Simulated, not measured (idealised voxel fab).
process module | voxel self aligned contacts
cross-section cut | 250 nm wide | cells 5 nm
A cross-section is a grid of square cells, given in bands from the top down. A band is one or more rows of cells.
Each band's line starts with the height of the band's top and of its bottom, in nm. Then come its materials from left to right, each with its width in nm. One material with "throughout" fills the band from edge to edge. "air" is empty space.
Height 0 is the level under which the wafer as received is all one material. The lowest band goes on downwards, as in "0 down".
A width such as "30 to 40" changes by the same amount from each row of cells to the next, from the band's top row to its bottom row.
"no change" after a step means that no cell of the cross-section changed.
closed voids: empty space of 8 cells or more with no open way to the top, each as width x height at its distance from the left edge, in nm
after a step's settings: what the simulator itself notes on the step
overlay nm, on a step with a mask: how far to the right of its planned place the mask lay; to the left if negative
plan
1 op RECEIVE | material Si
2 op CONFORMAL_DEP | material SiO2 | thk nm 5
3 op DIRECTIONAL_DEP | material polySi | thk nm 30
4 op DIRECTIONAL_DEP | material SiN | thk nm 15
5 op PATTERN | tone cover | mask id GATE | material resist | width nm 35 | pitch nm 60 | thk nm 15 | overlay nm 0
6 op DIRECTIONAL_ETCH | etch materials SiN | depth nm 15
7 op DIRECTIONAL_ETCH | etch materials polySi | depth nm 30
8 op STRIP | etch materials resist
9 op CONFORMAL_DEP | material SiN | thk nm 5
10 op DIRECTIONAL_ETCH | etch materials SiN | depth nm 5
11 op FILL_DEP | material SiO2 | thk nm 15
12 op CMP | height nm 60
13 op PATTERN | tone open | mask id CONTACT | material resist | width nm 35 | pitch nm 60 | thk nm 15 | overlay nm 0
14 op DIRECTIONAL_ETCH | etch materials SiO2 | depth nm 60
15 op STRIP | etch materials resist
16 op CONFORMAL_DEP | material TiN | thk nm 5
17 op FILL_DEP | material Ru | thk nm 5
18 op CMP | height nm 60
19 op CONFORMAL_DEP | material SiCN | thk nm 5
as received, after step 1
  0 down: Si throughout
  closed voids: none
a wafer at the end: this start, this plan, one mistake
  65 to 60: SiCN throughout
  60 to 50: SiO2 75 | TiN 5 | Ru 25 | TiN 5 | SiO2 25 | TiN 5 | Ru 25 | TiN 5 | SiO2 80
  50 to 45: SiO2 75 | TiN 15 | Ru 5 | TiN 15 | SiO2 25 | TiN 15 | Ru 5 | TiN 15 | SiO2 80
  45 to 30: SiO2 40 | SiN 45 | TiN 5 | Ru 5 | TiN 5 | SiN 45 | TiN 5 | Ru 5 | TiN 5 | SiN 45 | SiO2 45
  30 to 5: SiO2 40 | SiN 5 | polySi 35 | SiN 5 | TiN 5 | Ru 5 | TiN 5 | SiN 5 | polySi 35 | SiN 5 | TiN 5 | Ru 5 | TiN 5 | SiN 5 | polySi 35 | SiN 5 | SiO2 45
  5 to 0: SiO2 40 | SiN 5 | polySi 35 | SiN 5 | TiN 15 | SiN 5 | polySi 35 | SiN 5 | TiN 15 | SiN 5 | polySi 35 | SiN 5 | SiO2 45
  0 down: Si throughout
  closed voids: none
what went wrong: step 2 was left out
